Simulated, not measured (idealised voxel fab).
The process module that follows is named voxel ribs on slabs.
Each square cell in cross-section cut measures 5 nm, and the section as a whole is 170 nm wide.
For the purposes of this document, a cross-section shall be understood as a grid of square cells, specified as bands listed in top-to-bottom order, each band consisting of one or more rows of cells.
Each band's line starts with the height of the band's top and of its bottom, in nm. Then come its materials from left to right, each with its width in nm. One material with "everywhere" fills the band from edge to edge. "empty" is empty space.
The level at which height equals 0 is the one under which the wafer, as it arrives, is entirely one material. No lower edge exists for the bottom band, which continues downward and is notated as in "0 and below".
The two numbers in a width such as "30 to 40" mark its ends across the band: the first belongs to the top row of cells, the second to the bottom row, and from each row to the next the width moves by the same amount.
"same as before" (step): cross-section cells unchanged, all of them.
Empty spaces counting at least 8 cells and having no open way to the top are listed in "Sealed void listing". The notation width x height at distance is used for each, the distance being from the left edge and all three values in nm.
Heads up: the bit after the settings on a step's line is the simulator's remark on that step.
"overlay nm" on a masked step: distance the mask lay right of its planned place, negative for left.
[These are the steps we planned for the process]
- 1: RECEIVE,material Si
- 2: DIRECTIONAL_DEP,material SiO2,thk nm 30
- 3: DIRECTIONAL_DEP,material polySi,thk nm 25
- 4: MASKED_ETCH,tone cover,mask id RIB,width nm 30,etch materials polySi,depth nm 15,overlay nm 0
- 5: DIRECTIONAL_DEP,material aC,thk nm 10
- 6: PATTERN,tone cover,mask id SLAB,material resist,width nm 80,thk nm 25,overlay nm 0
- 7: DIRECTIONAL_ETCH,etch materials aC,depth nm 10
- 8: STRIP,etch materials resist
- 9: DIRECTIONAL_ETCH,etch materials polySi,depth nm 10
- 10: STRIP,etch materials aC
- 11: FILL_DEP,material SiO2,thk nm 15
- 12: CMP,height nm 65
- 13: DIRECTIONAL_DEP,material TiN,thk nm 10
- 14: PATTERN,tone cover,mask id HEATER,material resist,width nm 40,thk nm 15,overlay nm 0
- 15: DIRECTIONAL_ETCH,etch materials TiN,depth nm 10
- 16: STRIP,etch materials resist
- 17: CONFORMAL_DEP,material SiO2,thk nm 10
[Cross-section of the wafer as it came to us, i.e., already through step 1]
	0 and below = Si everywhere
	Sealed void listing: none
[Looking at the first of two wafers in cross-section at end of module - ran to plan]
	85 down to 75 = 55 of empty / 60 of SiO2 / 55 of empty
	75 down to 65 = 65 of SiO2 / 40 of TiN / 65 of SiO2
	65 down to 55 = SiO2 everywhere
	55 down to 40 = 70 of SiO2 / 30 of polySi / 70 of SiO2
	40 down to 30 = 45 of SiO2 / 80 of polySi / 45 of SiO2
	30 down to 0 = SiO2 everywhere
	0 and below = Si everywhere
	Sealed void listing: none
[Wafer two (of two), end-of-module cross-section: start = wafer one, plan = wafer one, one run mistake]
	75 down to 65 = 65 of empty / 40 of TiN / 65 of empty
	65 down to 55 = SiO2 everywhere
	55 down to 40 = 70 of SiO2 / 30 of polySi / 70 of SiO2
	40 down to 30 = 45 of SiO2 / 80 of polySi / 45 of SiO2
	30 down to 0 = SiO2 everywhere
	0 and below = Si everywhere
	Sealed void listing: none
What broke from the plan during processing? step 17 of the plan was excluded from execution and never run
Final tally in cells, some materials are higher or lower on the second wafer than on the first: -76 SiO2
